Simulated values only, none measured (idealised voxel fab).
Name of the process module below: voxel wiring stack
It is cross-section cut that appears here, measuring 195 nm in width, its square cells being 5 nm in size.
How to read a cross-section here: the picture is a grid of square cells, written as bands going from the top down, and any band can span one or more rows of cells. Basically the band line says how high the top is and how high the bottom is, in nm, and then what's in it from left to right, every material with its width in nm. Empty space shows up as "empty", and if a single material carries "everywhere" it runs the full band edge to edge. Basically, 0 is our baseline, since under it the wafer straight out of the box is all one material. The bottom band has no lower end and keeps on going down, so it looks like "0 -> down". Width spec "30->40" -> top row of cells at first value, bottom row at second value, equal per-row change in between. Step note "no change occurred" = no cross-section cell changed. Listed in "Voids, fully enclosed": every empty space of 8 or more cells without an open way to the top. Form: width x height at distance, the distance being from the left edge, all in nm. If you see something after the settings on a step's line, that's the simulator's own remark about that step. What "overlay nm" on a step's line means: if the step has a mask, that mask lay this far to the right of its planned place, or, when the value is negative, to the left.

## Process steps - plan
- 1: RECEIVE [material Si]
- 2: CONFORMAL_DEP [material SiO2] [thk nm 15]
- 3: CONFORMAL_DEP [material SiCN] [thk nm 5]
- 4: DIRECTIONAL_DEP [material SiO2] [thk nm 20]
- 5: MASKED_ETCH [tone open] [mask id METAL_1] [width nm 30] [pitch nm 45] [etch materials SiO2] [depth nm 20] [overlay nm 0]
- 6: MASKED_ETCH [tone open] [mask id METAL_1] [width nm 30] [pitch nm 45] [etch materials SiCN] [depth nm 5] [overlay nm 0]
- 7: CONFORMAL_DEP [material TiN] [thk nm 5]
- 8: FILL_DEP [material W] [thk nm 10]
- 9: CMP [height nm 40]
- 10: CONFORMAL_DEP [material SiCN] [thk nm 5]
- 11: DIRECTIONAL_DEP [material SiO2] [thk nm 15]
- 12: MASKED_ETCH [tone open] [mask id PLUG_1] [width nm 15] [pitch nm 45] [etch materials SiO2] [depth nm 15] [overlay nm 0]
- 13: MASKED_ETCH [tone open] [mask id PLUG_1] [width nm 15] [pitch nm 45] [etch materials SiCN] [depth nm 5] [overlay nm 0]
- 14: CONFORMAL_DEP [material TiN] [thk nm 5]
- 15: FILL_DEP [material Cu] [thk nm 10]
- 16: CMP [height nm 60]
- 17: CONFORMAL_DEP [material SiCN] [thk nm 5]
- 18: DIRECTIONAL_DEP [material lowk] [thk nm 25]
- 19: DIRECTIONAL_DEP [material aC] [thk nm 10]
- 20: PATTERN [tone open] [mask id METAL_2] [material resist] [width nm 30] [pitch nm 45] [thk nm 30] [overlay nm 0]
- 21: DIRECTIONAL_ETCH [etch materials aC] [depth nm 10]
- 22: STRIP [etch materials resist]
- 23: DIRECTIONAL_ETCH [etch materials lowk] [depth nm 25]
- 24: DIRECTIONAL_ETCH [etch materials SiCN] [depth nm 5]
- 25: STRIP [etch materials aC]
- 26: CONFORMAL_DEP [material TiN] [thk nm 5]
- 27: FILL_DEP [material Ru] [thk nm 10]
- 28: CMP [height nm 90]
- 29: CONFORMAL_DEP [material SiCN] [thk nm 5]

## Shown in cross-section is the wafer as received, that is, as it stands after step 1
  0 -> down | Si everywhere
  Voids, fully enclosed: none

## Looking at the first of two wafers in cross-section at end of module - ran to plan
  95 -> 90 | SiCN everywhere
  90 -> 65 | lowk 60 | TiN 5 | Ru 20 | TiN 5 | lowk 15 | TiN 5 | Ru 20 | TiN 5 | lowk 60
  65 -> 60 | SiCN 60 | TiN 30 | SiCN 15 | TiN 30 | SiCN 60
  60 -> 45 | SiO2 60 | TiN 5 | Cu 5 | TiN 5 | SiO2 30 | TiN 5 | Cu 5 | TiN 5 | SiO2 75
  45 -> 40 | SiCN 60 | TiN 15 | SiCN 30 | TiN 15 | SiCN 75
  40 -> 20 | SiO2 60 | TiN 5 | W 20 | TiN 5 | SiO2 15 | TiN 5 | W 20 | TiN 5 | SiO2 60
  20 -> 15 | SiCN 60 | TiN 30 | SiCN 15 | TiN 30 | SiCN 60
  15 -> 0 | SiO2 everywhere
  0 -> down | Si everywhere
  Voids, fully enclosed: none

## Module end: cross-section of wafer two of two. Same start and process plan as the first wafer. One mistake during execution
  95 -> 90 | SiCN everywhere
  90 -> 65 | lowk 60 | TiN 5 | Ru 20 | TiN 5 | lowk 15 | TiN 5 | Ru 20 | TiN 5 | lowk 60
  65 -> 60 | SiCN 60 | TiN 30 | SiCN 15 | TiN 30 | SiCN 60
  60 -> 45 | SiO2 60 | TiN 5 | Cu 5 | TiN 5 | SiO2 30 | TiN 5 | Cu 5 | TiN 5 | SiO2 75
  45 -> 40 | SiCN 60 | TiN 15 | SiCN 30 | TiN 15 | SiCN 75
  40 -> 25 | SiO2 60 | TiN 5 | W 20 | TiN 5 | SiO2 15 | TiN 5 | W 20 | TiN 5 | SiO2 60
  25 -> 20 | SiO2 60 | TiN 30 | SiO2 15 | TiN 30 | SiO2 60
  20 -> 5 | SiO2 everywhere
  5 -> 0 | SiCN everywhere
  0 -> down | Si everywhere
  Voids, fully enclosed: none
Which mistake was made when the wafer was run? sequence error: steps 2 and 3 interchanged
FYI, end of process, the second wafer has more or fewer cells of some materials than the first: 12 more of SiCN, 4 fewer of TiN, 8 fewer of W
